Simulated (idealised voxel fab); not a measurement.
The process module that follows is named voxel transistor to metal.
FYI the section here is cut, 180 nm wide, cells are 5 nm squares.
Cross-section layout: square cells on a grid; listed as bands, top to bottom; a band spans one or more cell rows.
A band entry consists of two parts. The first gives the height of the band's top and the height of its bottom, in nm. The rest lists the band's materials from left to right, each with its width in nm. A single material labelled with the word "all across" fills the band from edge to edge, and the word "air" marks empty space.
Height datum 0, below which the as-received substrate wafer is one material. Lowest band open at the bottom, running downward: "from 0 down".
A width given as "30 to 40" starts at the first number in the band's top row and ends at the second number in its bottom row, shifting by an equal amount at every step from row to row.
"no change occurred", as given for a step, is the statement that not any cell of the cross-section underwent a change during that step.
Listed in "Tabulated closed voids": every empty space of 8 or more cells without an open way to the top. Form: width x height at distance, the distance being from the left edge, all in nm.
Step line, after settings: the simulator's comment on this step.
Each step line may optionally specify "overlay nm", which for a step with a mask gives the rightward distance between the mask's planned place and where it lay, a negative value indicating the leftward direction.
Process steps - plan:
1) RECEIVE with material Si
2) CONFORMAL_DEP with material SiO2, thk nm 5
3) CONFORMAL_DEP with material SiN, thk nm 10
4) PATTERN with tone cover, mask id ACTIVE, material resist, width nm 105, thk nm 20, overlay nm 0
5) DIRECTIONAL_ETCH with etch materials SiN, depth nm 10
6) DIRECTIONAL_ETCH with etch materials SiO2, depth nm 5
7) DIRECTIONAL_ETCH with etch materials Si, depth nm 20
8) STRIP with etch materials resist
9) OXIDIZE with depth nm 5
10) FILL_DEP with material SiO2, thk nm 10
11) CMP with height nm 15
12) SELECTIVE_ETCH with etch materials SiO2, depth nm 5
13) STRIP with etch materials SiN
14) SELECTIVE_ETCH with etch materials SiO2, depth nm 5
15) OXIDIZE with depth nm 5
16) DIRECTIONAL_DEP with material polySi, thk nm 20
17) DIRECTIONAL_DEP with material SiCN, thk nm 10
18) PATTERN with tone cover, mask id GATE, material resist, width nm 25, thk nm 20, overlay nm 0
19) DIRECTIONAL_ETCH with etch materials SiCN, depth nm 20
20) DIRECTIONAL_ETCH with etch materials polySi, depth nm 30
21) STRIP with etch materials resist
22) CONFORMAL_DEP with material SiN, thk nm 10
23) DIRECTIONAL_ETCH with etch materials SiN, depth nm 10
24) DIRECTIONAL_ETCH with etch materials SiO2, depth nm 5
25) DIRECTIONAL_ETCH with etch materials Si, depth nm 10
26) EPI with material nSi, thk nm 10
27) FILL_DEP with material SiO2, thk nm 10
28) CMP with height nm 30
29) DIRECTIONAL_DEP with material SiO2, thk nm 10
30) DIRECTIONAL_DEP with material aC, thk nm 15
31) PATTERN with tone open, mask id CONTACT, material resist, width nm 25, pitch nm 60, thk nm 35, overlay nm 0
32) DIRECTIONAL_ETCH with etch materials aC, depth nm 15
33) STRIP with etch materials resist
34) DIRECTIONAL_ETCH with etch materials SiO2, depth nm 45
35) STRIP with etch materials aC
36) CONFORMAL_DEP with material TiN, thk nm 5
37) FILL_DEP with material Ru, thk nm 10
38) CMP with height nm 40
39) DIRECTIONAL_DEP with material TiN, thk nm 5
40) DIRECTIONAL_DEP with material W, thk nm 25
41) DIRECTIONAL_DEP with material aC, thk nm 15
42) PATTERN with tone cover, mask id METAL_1, material resist, width nm 15, pitch nm 70, thk nm 35, overlay nm 0
43) DIRECTIONAL_ETCH with etch materials aC, depth nm 15
44) STRIP with etch materials resist
45) DIRECTIONAL_ETCH with etch materials W, depth nm 25
46) DIRECTIONAL_ETCH with etch materials TiN, depth nm 5
47) STRIP with etch materials aC
48) CONFORMAL_DEP with material SiN, thk nm 5
49) FILL_DEP with material lowk, thk nm 10
50) CMP with height nm 70
51) CONFORMAL_DEP with material SiCN, thk nm 5
52) DIRECTIONAL_DEP with material lowk, thk nm 30
53) DIRECTIONAL_DEP with material aC, thk nm 15
54) PATTERN with tone open, mask id METAL_2, material resist, width nm 15, pitch nm 70, thk nm 35, overlay nm 0
55) DIRECTIONAL_ETCH with etch materials aC, depth nm 15
56) STRIP with etch materials resist
57) DIRECTIONAL_ETCH with etch materials lowk, depth nm 15
58) STRIP with etch materials aC
59) MASKED_ETCH with tone open, mask id METAL_2_HOLES, width nm 15, pitch nm 70, etch materials lowk, depth nm 15, overlay nm 0
60) MASKED_ETCH with tone open, mask id METAL_2_HOLES, width nm 15, pitch nm 70, etch materials SiCN, depth nm 5, overlay nm 0
61) CONFORMAL_DEP with material TiN, thk nm 5
62) FILL_DEP with material Cu, thk nm 10
63) CMP with height nm 105
64) CONFORMAL_DEP with material SiCN, thk nm 5
Wafer cross-section on receipt, i.e. after step 1:
	from 0 down: Si all across
	Tabulated closed voids: none
Wafer cross-section at module end: first of two, run to plan:
	from 110 to 105: SiCN all across
	from 105 to 75: 45 lowk  5 TiN  5 Cu  5 TiN  55 lowk  5 TiN  5 Cu  5 TiN  50 lowk
	from 75 to 70: 45 SiCN  15 TiN  55 SiCN  15 TiN  50 SiCN
	from 70 to 45: 40 lowk  5 SiN  15 W  5 SiN  45 lowk  5 SiN  15 W  5 SiN  45 lowk
	from 45 to 40: 45 SiN  15 TiN  55 SiN  15 TiN  50 SiN
	from 40 to 30: 45 SiO2  5 TiN  15 to 10 Ru  5 to 10 TiN  35 SiO2  5 to 10 TiN  15 to 10 Ru  5 TiN  50 SiO2
	from 30 to 20: 45 SiO2  5 TiN  10 Ru  5 TiN  10 SiN  25 SiCN  10 SiN  5 TiN  10 Ru  5 TiN  50 SiO2
	from 20 to 10: 45 SiO2  5 TiN  10 Ru  5 TiN  10 SiN  25 polySi  10 SiN  5 TiN  10 Ru  5 TiN  50 SiO2
	from 10 to 5: 45 SiO2  20 TiN  10 SiN  25 polySi  10 SiN  20 TiN  50 SiO2
	from 5 to 0: 30 SiO2  10 SiN  5 SiO2  10 TiN  10 nSi  10 SiN  25 polySi  10 SiN  10 nSi  10 TiN  5 SiO2  10 SiN  35 SiO2
	from 0 to -5: 45 SiO2  10 TiN  10 nSi  45 SiO2  10 nSi  10 TiN  50 SiO2
	from -5 to -15: 40 SiO2  25 nSi  45 Si  25 nSi  45 SiO2
	from -15 to -25: 40 SiO2  95 Si  45 SiO2
	from -25 down: Si all across
	Tabulated closed voids: none
Wafer two cross-section, module end. Start and plan unchanged from wafer one; one mistake made during the run:
	from 110 to 105: SiCN all across
	from 105 to 75: 45 lowk  5 TiN  5 Cu  5 TiN  55 lowk  5 TiN  5 Cu  5 TiN  50 lowk
	from 75 to 70: 45 SiCN  15 TiN  55 SiCN  15 TiN  50 SiCN
	from 70 to 45: 40 lowk  5 SiN  15 W  5 SiN  45 lowk  5 SiN  15 W  5 SiN  45 lowk
	from 45 to 40: 45 SiN  15 TiN  55 SiN  15 TiN  50 SiN
	from 40 to 35: 45 SiO2  5 TiN  15 Ru  5 TiN  35 SiO2  5 TiN  15 Ru  5 TiN  50 SiO2
	from 35 to 30: 45 SiO2  25 TiN  35 SiO2  25 TiN  50 SiO2
	from 30 to 25: 75 SiCN  10 SiN  5 SiO2  10 SiN  80 SiCN
	from 25 to 20: 30 polySi  45 SiCN  10 SiN  5 SiO2  10 SiN  45 SiCN  35 polySi
	from 20 to 5: 75 polySi  10 SiN  5 SiO2  10 SiN  80 polySi
	from 5 to 0: 30 SiO2  45 polySi  10 SiN  5 nSi  10 SiN  45 polySi  35 SiO2
	from 0 to -5: 85 SiO2  5 nSi  90 SiO2
	from -5 to -15: 40 SiO2  45 Si  5 nSi  45 Si  45 SiO2
	from -15 to -25: 40 SiO2  95 Si  45 SiO2
	from -25 down: Si all across
	Tabulated closed voids: none
What broke from the plan during processing? step 18 changed vs plan, executed as PATTERN with tone open, mask id GATE, material resist, width nm 25, thk nm 20, overlay nm 0
Wafer comparison, final, in cells, second relative to first, materials more or fewer: Ru -20; Si +18; SiCN +39; SiN -4; SiO2 -85; TiN -28; nSi -24; polySi +104
